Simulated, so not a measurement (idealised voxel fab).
process module | voxel gate over fins
cross-section cut | 300 nm wide | cells 5 nm
A cross-section is a grid of square cells, given in bands from the top down. A band is one or more rows of cells.
Each band's line starts with the height of the band's top and of its bottom, in nm. Then come its materials from left to right, each with its width in nm. One material with "throughout" fills the band from edge to edge. "air" is empty space.
Height 0 is the level under which the wafer as received is all one material. The lowest band goes on downwards, as in "0 down".
A width such as "30 to 40" changes by the same amount from each row of cells to the next, from the band's top row to its bottom row.
"no change" after a step means that no cell of the cross-section changed.
closed voids: empty space of 8 cells or more with no open way to the top, each as width x height at its distance from the left edge, in nm
after a step's settings: what the simulator itself notes on the step
overlay nm, on a step with a mask: how far to the right of its planned place the mask lay; to the left if negative
plan
1 op RECEIVE | material Si
2 op CONFORMAL_DEP | material SiN | thk nm 5
3 op MASKED_ETCH | tone cover | mask id FINS | width nm 15 | pitch nm 40 | etch materials SiN | depth nm 5 | overlay nm 0
4 op MASKED_ETCH | tone cover | mask id FINS | width nm 15 | pitch nm 40 | etch materials Si | depth nm 40 | overlay nm 0
5 op OXIDIZE | depth nm 5
6 op FILL_DEP | material SiO2 | thk nm 15
7 op CMP | height nm 5
8 op SELECTIVE_ETCH | etch materials SiO2 | depth nm 20
9 op STRIP | etch materials SiN
10 op CONFORMAL_DEP | material HfO2 | thk nm 5
11 op CONFORMAL_DEP | material TiN | thk nm 5
12 op FILL_DEP | material W | thk nm 15
13 op CMP | height nm 20
14 op CONFORMAL_DEP | material SiN | thk nm 5
as received, after step 1
  0 down: Si throughout
  closed voids: none
a wafer at the end: this start, this plan, one mistake
  25 to 20: SiN throughout
  20 to 10: W throughout
  10 to 5: W 95 | TiN 25 | W 15 | TiN 25 | W 15 | TiN 25 | W 100
  5 to 0: W 95 | TiN 5 | HfO2 15 | TiN 5 | W 15 | TiN 5 | HfO2 15 | TiN 5 | W 15 | TiN 5 | HfO2 15 | TiN 5 | W 100
  0 to -5: W 95 | TiN 5 | HfO2 5 | Si 5 | HfO2 5 | TiN 5 | W 15 | TiN 5 | HfO2 5 | Si 5 | HfO2 5 | TiN 5 | W 15 | TiN 5 | HfO2 5 | Si 5 | HfO2 5 | TiN 5 | W 100
  -5 to -10: TiN 90 | W 5 | TiN 5 | HfO2 5 | Si 5 | HfO2 5 | TiN 5 | W 15 | TiN 5 | HfO2 5 | Si 5 | HfO2 5 | TiN 5 | W 15 | TiN 5 | HfO2 5 | Si 5 | HfO2 5 | TiN 5 | W 5 | TiN 95
  -10 to -15: HfO2 85 | TiN 15 | HfO2 5 | Si 5 | HfO2 5 | TiN 25 | HfO2 5 | Si 5 | HfO2 5 | TiN 25 | HfO2 5 | Si 5 | HfO2 5 | TiN 15 | HfO2 90
  -15 to -20: SiO2 80 | HfO2 25 | Si 5 | HfO2 35 | Si 5 | HfO2 35 | Si 5 | HfO2 25 | SiO2 85
  -20 to -45: SiO2 105 | Si 5 | SiO2 35 | Si 5 | SiO2 35 | Si 5 | SiO2 110
  -45 down: Si throughout
  closed voids: none
what went wrong: steps 8 and 9 were swapped
